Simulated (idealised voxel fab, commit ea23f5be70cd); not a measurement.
This section sets out a process module, namely voxel capacitor over wiring.
The cross-section shown here is cut; it is 190 nm wide and divided into square cells measuring 5 nm on a side.
If you're reading a cross-section in this doc, picture square cells in a grid; it comes to you as bands, top ones listed first down to the bottom, and a band can be one or more rows of cells.
First you get the band's top height and its bottom height, in nm, and then the materials it's made of, left to right, with each width in nm. If you see a single material with "full width", that one covers the band edge to edge. "air" is empty space.
Beneath 0, the wafer as received is one material, and that level is where height counting begins. The lowest band goes on downward without a bottom; it is written like "0..down".
A width given as "30 to 40" starts at the first number in the band's top row and ends at the second number in its bottom row, shifting by an equal amount at every step from row to row.
It should be understood that the words "remained the same", when stated for a given step, signify that the cross-section underwent no change in any of its cells during that step.
Enclosed voids (no open way to top), threshold 8 cells or more, entry "Tabulated closed voids", notation width x height at distance, distance from left edge, nm.
Past the settings on a step's line: simulator remark, on that step.
On any step carrying a mask, the "overlay nm" setting, if present on the step's line, tells how far right of its planned place the mask lay; negative values point to the left.
**The process steps that were planned are listed below**
step 1: RECEIVE, material Si
step 2: CONFORMAL_DEP, material SiO2, thk nm 15
step 3: DIRECTIONAL_DEP, material TiN, thk nm 5
step 4: DIRECTIONAL_DEP, material Ru, thk nm 20
step 5: PATTERN, tone cover, mask id METAL_1, material resist, width nm 25, pitch nm 95, thk nm 20, overlay nm 0
step 6: DIRECTIONAL_ETCH, etch materials Ru, depth nm 20
step 7: DIRECTIONAL_ETCH, etch materials TiN, depth nm 5
step 8: STRIP, etch materials resist
step 9: CONFORMAL_DEP, material SiN, thk nm 5
step 10: FILL_DEP, material SiO2, thk nm 5
step 11: CMP, height nm 40
step 12: CONFORMAL_DEP, material SiCN, thk nm 5
step 13: DIRECTIONAL_DEP, material SiO2, thk nm 15
step 14: DIRECTIONAL_DEP, material aC, thk nm 15
step 15: PATTERN, tone open, mask id PLUG_1, material resist, width nm 15, thk nm 30, overlay nm 0
step 16: DIRECTIONAL_ETCH, etch materials aC, depth nm 15
step 17: STRIP, etch materials resist
step 18: DIRECTIONAL_ETCH, etch materials SiO2, depth nm 15
step 19: DIRECTIONAL_ETCH, etch materials SiCN, depth nm 5
step 20: STRIP, etch materials aC
step 21: CONFORMAL_DEP, material TiN, thk nm 5
step 22: FILL_DEP, material W, thk nm 5
step 23: CMP, height nm 60
step 24: DIRECTIONAL_DEP, material TiN, thk nm 10
step 25: DIRECTIONAL_DEP, material HfO2, thk nm 5
step 26: DIRECTIONAL_DEP, material TiN, thk nm 10
step 27: PATTERN, tone cover, mask id UPPER_PLATE, material resist, width nm 75, thk nm 15, overlay nm 0
step 28: DIRECTIONAL_ETCH, etch materials TiN, depth nm 10
step 29: DIRECTIONAL_ETCH, etch materials HfO2, depth nm 5
step 30: STRIP, etch materials resist
step 31: PATTERN, tone cover, mask id LOWER_PLATE, material resist, width nm 85, thk nm 15, overlay nm 0
step 32: DIRECTIONAL_ETCH, etch materials TiN, depth nm 10
step 33: STRIP, etch materials resist
step 34: FILL_DEP, material SiO2, thk nm 20
step 35: CMP, height nm 100
step 36: DIRECTIONAL_DEP, material aC, thk nm 15
step 37: PATTERN, tone open, mask id PLUG_2, material resist, width nm 15, thk nm 30, overlay nm 0
step 38: DIRECTIONAL_ETCH, etch materials aC, depth nm 15
step 39: STRIP, etch materials resist
step 40: DIRECTIONAL_ETCH, etch materials SiO2, depth nm 15
step 41: STRIP, etch materials aC
step 42: CONFORMAL_DEP, material TiN, thk nm 5
step 43: FILL_DEP, material Cu, thk nm 10
step 44: CMP, height nm 100
step 45: CONFORMAL_DEP, material SiCN, thk nm 5
**First of the two wafers, run per plan**
**Here's what the wafer looked like in cross-section when it arrived - that's after step 1**
	0..down  Si full width
	Tabulated closed voids: none
**You're looking at a cross-section of the wafer after step 2**
	15..0  SiO2 full width
	Below 0 it's all the same as before, nothing changed down there.
**You're looking at a cross-section of the wafer after step 3**
	20..15  TiN full width
	Below 15 it's all the same as before, nothing changed down there.
**You're looking at a cross-section of the wafer after step 4**
	40..20  Ru full width
	Below 20 it's all the same as before, nothing changed down there.
**You're looking at a cross-section of the wafer after step 5**
	60..40  air=35 | resist=25 | air=70 | resist=25 | air=35
	Below 40 it's all the same as before, nothing changed down there.
**You're looking at a cross-section of the wafer after step 6**
	60..40  air=35 | resist=25 | air=70 | resist=25 | air=35
	40..20  air=35 | Ru=25 | air=70 | Ru=25 | air=35
	Below 20 it's all the same as before, nothing changed down there.
**You're looking at a cross-section of the wafer after step 7**
	60..40  air=35 | resist=25 | air=70 | resist=25 | air=35
	40..20  air=35 | Ru=25 | air=70 | Ru=25 | air=35
	20..15  air=35 | TiN=25 | air=70 | TiN=25 | air=35
	Below 15 it's all the same as before, nothing changed down there.
**You're looking at a cross-section of the wafer after step 8**
	40..20  air=35 | Ru=25 | air=70 | Ru=25 | air=35
	Below 20 it's all the same as before, nothing changed down there.
**You're looking at a cross-section of the wafer after step 9**
	45..40  air=30 | SiN=35 | air=60 | SiN=35 | air=30
	40..20  air=30 | SiN=5 | Ru=25 | SiN=5 | air=60 | SiN=5 | Ru=25 | SiN=5 | air=30
	20..15  SiN=35 | TiN=25 | SiN=70 | TiN=25 | SiN=35
	Below 15 it's all the same as before, nothing changed down there.
**You're looking at a cross-section of the wafer after step 10**
	50..45  SiO2 full width
	45..40  SiO2=30 | SiN=35 | SiO2=60 | SiN=35 | SiO2=30
	40..20  SiO2=30 | SiN=5 | Ru=25 | SiN=5 | SiO2=60 | SiN=5 | Ru=25 | SiN=5 | SiO2=30
	Below 20 it's all the same as before, nothing changed down there.
**You're looking at a cross-section of the wafer after step 11**
	40..20  SiO2=30 | SiN=5 | Ru=25 | SiN=5 | SiO2=60 | SiN=5 | Ru=25 | SiN=5 | SiO2=30
	Below 20 it's all the same as before, nothing changed down there.
**You're looking at a cross-section of the wafer after step 12**
	45..40  SiCN full width
	Below 40 it's all the same as before, nothing changed down there.
**You're looking at a cross-section of the wafer after step 13**
	60..45  SiO2 full width
	Below 45 it's all the same as before, nothing changed down there.
**You're looking at a cross-section of the wafer after step 14**
	75..60  aC full width
	Below 60 it's all the same as before, nothing changed down there.
**You're looking at a cross-section of the wafer after step 15**
	105..75  resist=45 | air=15 | resist=130
	Below 75 it's all the same as before, nothing changed down there.
**You're looking at a cross-section of the wafer after step 16**
	90..75  resist=45 | air=15 | resist=130
	75..60  aC=45 | air=15 | aC=130
	Below 60 it's all the same as before, nothing changed down there.
**You're looking at a cross-section of the wafer after step 17**
	75..60  aC=45 | air=15 | aC=130
	Below 60 it's all the same as before, nothing changed down there.
**You're looking at a cross-section of the wafer after step 18**
	75..60  aC=45 | air=15 | aC=130
	60..45  SiO2=45 | air=15 | SiO2=130
	Below 45 it's all the same as before, nothing changed down there.
**You're looking at a cross-section of the wafer after step 19**
	75..60  aC=45 | air=15 | aC=130
	60..45  SiO2=45 | air=15 | SiO2=130
	45..40  SiCN=45 | air=15 | SiCN=130
	Below 40 it's all the same as before, nothing changed down there.
**You're looking at a cross-section of the wafer after step 20**
	60..45  SiO2=45 | air=15 | SiO2=130
	Below 45 it's all the same as before, nothing changed down there.
**You're looking at a cross-section of the wafer after step 21**
	65..60  TiN=50 | air=5 | TiN=135
	60..45  SiO2=45 | TiN=5 | air=5 | TiN=5 | SiO2=130
	45..40  SiCN=45 | TiN=15 | SiCN=130
	Below 40 it's all the same as before, nothing changed down there.
**You're looking at a cross-section of the wafer after step 22**
	70..65  W full width
	65..60  TiN=50 | W=5 | TiN=135
	60..45  SiO2=45 | TiN=5 | W=5 | TiN=5 | SiO2=130
	Below 45 it's all the same as before, nothing changed down there.
**You're looking at a cross-section of the wafer after step 23**
	60..45  SiO2=45 | TiN=5 | W=5 | TiN=5 | SiO2=130
	Below 45 it's all the same as before, nothing changed down there.
**You're looking at a cross-section of the wafer after step 24**
	70..60  TiN full width
	Below 60 it's all the same as before, nothing changed down there.
**You're looking at a cross-section of the wafer after step 25**
	75..70  HfO2 full width
	Below 70 it's all the same as before, nothing changed down there.
**You're looking at a cross-section of the wafer after step 26**
	85..75  TiN full width
	Below 75 it's all the same as before, nothing changed down there.
**You're looking at a cross-section of the wafer after step 27**
	100..85  air=45 | resist=75 | air=70
	Below 85 it's all the same as before, nothing changed down there.
**You're looking at a cross-section of the wafer after step 28**
	100..85  air=45 | resist=75 | air=70
	85..75  air=45 | TiN=75 | air=70
	Below 75 it's all the same as before, nothing changed down there.
**You're looking at a cross-section of the wafer after step 29**
	100..85  air=45 | resist=75 | air=70
	85..75  air=45 | TiN=75 | air=70
	75..70  air=45 | HfO2=75 | air=70
	Below 70 it's all the same as before, nothing changed down there.
**You're looking at a cross-section of the wafer after step 30**
	85..75  air=45 | TiN=75 | air=70
	Below 75 it's all the same as before, nothing changed down there.
**You're looking at a cross-section of the wafer after step 31**
	100..85  air=40 | resist=85 | air=65
	85..75  air=40 | resist=5 | TiN=75 | resist=5 | air=65
	75..70  air=40 | resist=5 | HfO2=75 | resist=5 | air=65
	Below 70 it's all the same as before, nothing changed down there.
**You're looking at a cross-section of the wafer after step 32**
	100..85  air=40 | resist=85 | air=65
	85..75  air=40 | resist=5 | TiN=75 | resist=5 | air=65
	75..70  air=40 | resist=5 | HfO2=75 | resist=5 | air=65
	70..60  air=40 | TiN=85 | air=65
	Below 60 it's all the same as before, nothing changed down there.
**You're looking at a cross-section of the wafer after step 33**
	85..75  air=45 | TiN=75 | air=70
	75..70  air=45 | HfO2=75 | air=70
	Below 70 it's all the same as before, nothing changed down there.
**You're looking at a cross-section of the wafer after step 34**
	105..85  SiO2 full width
	85..75  SiO2=45 | TiN=75 | SiO2=70
	75..70  SiO2=45 | HfO2=75 | SiO2=70
	70..60  SiO2=40 | TiN=85 | SiO2=65
	Below 60 it's all the same as before, nothing changed down there.
**You're looking at a cross-section of the wafer after step 35**
	100..85  SiO2 full width
	Below 85 it's all the same as before, nothing changed down there.
**You're looking at a cross-section of the wafer after step 36**
	115..100  aC full width
	Below 100 it's all the same as before, nothing changed down there.
**You're looking at a cross-section of the wafer after step 37**
	145..115  resist=55 | air=15 | resist=120
	Below 115 it's all the same as before, nothing changed down there.
**You're looking at a cross-section of the wafer after step 38**
	130..115  resist=55 | air=15 | resist=120
	115..100  aC=55 | air=15 | aC=120
	Below 100 it's all the same as before, nothing changed down there.
**You're looking at a cross-section of the wafer after step 39**
	115..100  aC=55 | air=15 | aC=120
	Below 100 it's all the same as before, nothing changed down there.
**You're looking at a cross-section of the wafer after step 40**
	115..100  aC=55 | air=15 | aC=120
	100..85  SiO2=55 | air=15 | SiO2=120
	Below 85 it's all the same as before, nothing changed down there.
**You're looking at a cross-section of the wafer after step 41**
	100..85  SiO2=55 | air=15 | SiO2=120
	Below 85 it's all the same as before, nothing changed down there.
**You're looking at a cross-section of the wafer after step 42**
	105..100  TiN=60 | air=5 | TiN=125
	100..90  SiO2=55 | TiN=5 | air=5 | TiN=5 | SiO2=120
	90..85  SiO2=55 | TiN=15 | SiO2=120
	Below 85 it's all the same as before, nothing changed down there.
**You're looking at a cross-section of the wafer after step 43**
	115..105  Cu full width
	105..100  TiN=60 | Cu=5 | TiN=125
	100..90  SiO2=55 | TiN=5 | Cu=5 | TiN=5 | SiO2=120
	Below 90 it's all the same as before, nothing changed down there.
**You're looking at a cross-section of the wafer after step 44**
	100..90  SiO2=55 | TiN=5 | Cu=5 | TiN=5 | SiO2=120
	Below 90 it's all the same as before, nothing changed down there.
**You're looking at a cross-section of the wafer after step 45**
	105..100  SiCN full width
	Below 100 it's all the same as before, nothing changed down there.
**Here the second wafer is described. Its start and its plan were those of the first wafer. Its run contained one mistake. Up to and including step 2, it did exactly what the first wafer did**
Cross-section of the second wafer at the time step 3 of the plan should have ended: remained the same
**Cross-section of the second wafer at the time step 4 of the plan should have ended**
	35..15  Ru full width
	Below 15 it's all the same as before, nothing changed down there.
**Cross-section of the second wafer at the time step 5 of the plan should have ended**
	55..35  air=35 | resist=25 | air=70 | resist=25 | air=35
	Below 35 it's all the same as before, nothing changed down there.
**Cross-section of the second wafer at the time step 6 of the plan should have ended**
	55..35  air=35 | resist=25 | air=70 | resist=25 | air=35
	35..15  air=35 | Ru=25 | air=70 | Ru=25 | air=35
	Below 15 it's all the same as before, nothing changed down there.
Cross-section of the second wafer at the time step 7 of the plan should have ended: remained the same
**Cross-section of the second wafer at the time step 8 of the plan should have ended**
	35..15  air=35 | Ru=25 | air=70 | Ru=25 | air=35
	Below 15 it's all the same as before, nothing changed down there.
**Cross-section of the second wafer at the time step 9 of the plan should have ended**
	40..35  air=30 | SiN=35 | air=60 | SiN=35 | air=30
	35..20  air=30 | SiN=5 | Ru=25 | SiN=5 | air=60 | SiN=5 | Ru=25 | SiN=5 | air=30
	20..15  SiN=35 | Ru=25 | SiN=70 | Ru=25 | SiN=35
	Below 15 it's all the same as before, nothing changed down there.
**Cross-section of the second wafer at the time step 10 of the plan should have ended**
	45..40  SiO2 full width
	40..35  SiO2=30 | SiN=35 | SiO2=60 | SiN=35 | SiO2=30
	35..20  SiO2=30 | SiN=5 | Ru=25 | SiN=5 | SiO2=60 | SiN=5 | Ru=25 | SiN=5 | SiO2=30
	Below 20 it's all the same as before, nothing changed down there.
**Cross-section of the second wafer at the time step 11 of the plan should have ended**
	40..35  SiO2=30 | SiN=35 | SiO2=60 | SiN=35 | SiO2=30
	Below 35 it's all the same as before, nothing changed down there.
**Cross-section of the second wafer at the time step 12 of the plan should have ended**
	45..40  SiCN full width
	Below 40 it's all the same as before, nothing changed down there.
**Cross-section of the second wafer at the time step 13 of the plan should have ended**
	60..45  SiO2 full width
	Below 45 it's all the same as before, nothing changed down there.
**Cross-section of the second wafer at the time step 14 of the plan should have ended**
	75..60  aC full width
	Below 60 it's all the same as before, nothing changed down there.
**Cross-section of the second wafer at the time step 15 of the plan should have ended**
	105..75  resist=45 | air=15 | resist=130
	Below 75 it's all the same as before, nothing changed down there.
**Cross-section of the second wafer at the time step 16 of the plan should have ended**
	90..75  resist=45 | air=15 | resist=130
	75..60  aC=45 | air=15 | aC=130
	Below 60 it's all the same as before, nothing changed down there.
**Cross-section of the second wafer at the time step 17 of the plan should have ended**
	75..60  aC=45 | air=15 | aC=130
	Below 60 it's all the same as before, nothing changed down there.
**Cross-section of the second wafer at the time step 18 of the plan should have ended**
	75..60  aC=45 | air=15 | aC=130
	60..45  SiO2=45 | air=15 | SiO2=130
	Below 45 it's all the same as before, nothing changed down there.
**Cross-section of the second wafer at the time step 19 of the plan should have ended**
	75..60  aC=45 | air=15 | aC=130
	60..45  SiO2=45 | air=15 | SiO2=130
	45..40  SiCN=45 | air=15 | SiCN=130
	Below 40 it's all the same as before, nothing changed down there.
**Cross-section of the second wafer at the time step 20 of the plan should have ended**
	60..45  SiO2=45 | air=15 | SiO2=130
	Below 45 it's all the same as before, nothing changed down there.
**Cross-section of the second wafer at the time step 21 of the plan should have ended**
	65..60  TiN=50 | air=5 | TiN=135
	60..45  SiO2=45 | TiN=5 | air=5 | TiN=5 | SiO2=130
	45..40  SiCN=45 | TiN=15 | SiCN=130
	Below 40 it's all the same as before, nothing changed down there.
**Cross-section of the second wafer at the time step 22 of the plan should have ended**
	70..65  W full width
	65..60  TiN=50 | W=5 | TiN=135
	60..45  SiO2=45 | TiN=5 | W=5 | TiN=5 | SiO2=130
	Below 45 it's all the same as before, nothing changed down there.
**Cross-section of the second wafer at the time step 23 of the plan should have ended**
	60..45  SiO2=45 | TiN=5 | W=5 | TiN=5 | SiO2=130
	Below 45 it's all the same as before, nothing changed down there.
**Cross-section of the second wafer at the time step 24 of the plan should have ended**
	70..60  TiN full width
	Below 60 it's all the same as before, nothing changed down there.
**Cross-section of the second wafer at the time step 25 of the plan should have ended**
	75..70  HfO2 full width
	Below 70 it's all the same as before, nothing changed down there.
**Cross-section of the second wafer at the time step 26 of the plan should have ended**
	85..75  TiN full width
	Below 75 it's all the same as before, nothing changed down there.
**Cross-section of the second wafer at the time step 27 of the plan should have ended**
	100..85  air=45 | resist=75 | air=70
	Below 85 it's all the same as before, nothing changed down there.
**Cross-section of the second wafer at the time step 28 of the plan should have ended**
	100..85  air=45 | resist=75 | air=70
	85..75  air=45 | TiN=75 | air=70
	Below 75 it's all the same as before, nothing changed down there.
**Cross-section of the second wafer at the time step 29 of the plan should have ended**
	100..85  air=45 | resist=75 | air=70
	85..75  air=45 | TiN=75 | air=70
	75..70  air=45 | HfO2=75 | air=70
	Below 70 it's all the same as before, nothing changed down there.
**Cross-section of the second wafer at the time step 30 of the plan should have ended**
	85..75  air=45 | TiN=75 | air=70
	Below 75 it's all the same as before, nothing changed down there.
**Cross-section of the second wafer at the time step 31 of the plan should have ended**
	100..85  air=40 | resist=85 | air=65
	85..75  air=40 | resist=5 | TiN=75 | resist=5 | air=65
	75..70  air=40 | resist=5 | HfO2=75 | resist=5 | air=65
	Below 70 it's all the same as before, nothing changed down there.
**Cross-section of the second wafer at the time step 32 of the plan should have ended**
	100..85  air=40 | resist=85 | air=65
	85..75  air=40 | resist=5 | TiN=75 | resist=5 | air=65
	75..70  air=40 | resist=5 | HfO2=75 | resist=5 | air=65
	70..60  air=40 | TiN=85 | air=65
	Below 60 it's all the same as before, nothing changed down there.
**Cross-section of the second wafer at the time step 33 of the plan should have ended**
	85..75  air=45 | TiN=75 | air=70
	75..70  air=45 | HfO2=75 | air=70
	Below 70 it's all the same as before, nothing changed down there.
**Cross-section of the second wafer at the time step 34 of the plan should have ended**
	105..85  SiO2 full width
	85..75  SiO2=45 | TiN=75 | SiO2=70
	75..70  SiO2=45 | HfO2=75 | SiO2=70
	70..60  SiO2=40 | TiN=85 | SiO2=65
	Below 60 it's all the same as before, nothing changed down there.
**Cross-section of the second wafer at the time step 35 of the plan should have ended**
	100..85  SiO2 full width
	Below 85 it's all the same as before, nothing changed down there.
**Cross-section of the second wafer at the time step 36 of the plan should have ended**
	115..100  aC full width
	Below 100 it's all the same as before, nothing changed down there.
**Cross-section of the second wafer at the time step 37 of the plan should have ended**
	145..115  resist=55 | air=15 | resist=120
	Below 115 it's all the same as before, nothing changed down there.
**Cross-section of the second wafer at the time step 38 of the plan should have ended**
	130..115  resist=55 | air=15 | resist=120
	115..100  aC=55 | air=15 | aC=120
	Below 100 it's all the same as before, nothing changed down there.
**Cross-section of the second wafer at the time step 39 of the plan should have ended**
	115..100  aC=55 | air=15 | aC=120
	Below 100 it's all the same as before, nothing changed down there.
**Cross-section of the second wafer at the time step 40 of the plan should have ended**
	115..100  aC=55 | air=15 | aC=120
	100..85  SiO2=55 | air=15 | SiO2=120
	Below 85 it's all the same as before, nothing changed down there.
**Cross-section of the second wafer at the time step 41 of the plan should have ended**
	100..85  SiO2=55 | air=15 | SiO2=120
	Below 85 it's all the same as before, nothing changed down there.
**Cross-section of the second wafer at the time step 42 of the plan should have ended**
	105..100  TiN=60 | air=5 | TiN=125
	100..90  SiO2=55 | TiN=5 | air=5 | TiN=5 | SiO2=120
	90..85  SiO2=55 | TiN=15 | SiO2=120
	Below 85 it's all the same as before, nothing changed down there.
**Cross-section of the second wafer at the time step 43 of the plan should have ended**
	115..105  Cu full width
	105..100  TiN=60 | Cu=5 | TiN=125
	100..90  SiO2=55 | TiN=5 | Cu=5 | TiN=5 | SiO2=120
	Below 90 it's all the same as before, nothing changed down there.
**Cross-section of the second wafer at the time step 44 of the plan should have ended**
	100..90  SiO2=55 | TiN=5 | Cu=5 | TiN=5 | SiO2=120
	Below 90 it's all the same as before, nothing changed down there.
**Cross-section of the second wafer at the time step 45 of the plan should have ended**
	105..100  SiCN full width
	Below 100 it's all the same as before, nothing changed down there.
It is concluded that the wafer was processed incorrectly with respect to the plan, in that plan step 3 skipped
It is noted that, at the conclusion of processing, the second wafer exhibits a higher or lower cell count for certain materials relative to the first: SiN: 10 more; TiN: 10 fewer
